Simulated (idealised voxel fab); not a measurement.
Title: Process Module voxel double patterning
Square cell edge 5 nm, section width 240 nm, ID cut.
Heads up, the way a cross-section reads in here is a grid of square cells, handed over as bands from the top down, with every band being one or more rows of cells. Basically the band line says how high the top is and how high the bottom is, in nm, and then what's in it from left to right, every material with its width in nm. Empty space shows up as "empty", and if a single material carries "all across" it runs the full band edge to edge. Heads up on the height convention: 0 is the point under which the incoming wafer is all one material, and the lowest band has no bottom, it just keeps going down, like "0 -> down". The two numbers in a width such as "30->40" mark its ends across the band: the first belongs to the top row of cells, the second to the bottom row, and from each row to the next the width moves by the same amount. You'll sometimes find "stayed the same" written for a step, and that's the way of saying that nowhere in the cross-section did a cell change during that step. Empty spaces without an open route to the top, at least 8 cells in extent, make up the entry "Closed void inventory"; each is given as width x height at distance, where the distance is measured from the left edge, and all are in nm. Step line, after settings: the simulator's comment on this step. "overlay nm" answers the question of how far to the right of plan the mask lay on a step that has a mask, and when it is negative the answer is to the left.

Listed below are the process steps as planned
- 1: op RECEIVE | material Si
- 2: op CONFORMAL_DEP | material SiO2 | thk nm 5
- 3: op DIRECTIONAL_DEP | material TiN | thk nm 20
- 4: op DIRECTIONAL_DEP | material SiN | thk nm 10
- 5: op PATTERN | tone open | mask id FIRST | material resist | width nm 15 | pitch nm 50 | thk nm 15 | overlay nm 0
- 6: op DIRECTIONAL_ETCH | etch materials SiN | depth nm 10
- 7: op STRIP | etch materials resist
- 8: op PATTERN | tone open | mask id SECOND | material resist | width nm 15 | thk nm 15 | overlay nm 0
- 9: op DIRECTIONAL_ETCH | etch materials SiN | depth nm 10
- 10: op STRIP | etch materials resist
- 11: op DIRECTIONAL_ETCH | etch materials TiN | depth nm 20
- 12: op STRIP | etch materials SiN

As received, after step 1
    0 -> down | Si all across
    Closed void inventory: none

Here's the wafer cut in cross-section after the module, started and planned just like above, except one thing was done wrong in the run
    20 -> 0 | 85 nm TiN | 15 nm empty | 10 nm TiN | 15 nm empty | 10 nm TiN | 15 nm empty | 90 nm TiN
    0 -> down | Si all across
    Closed void inventory: none
Error vs. plan: no execution of plan step 2; skipped
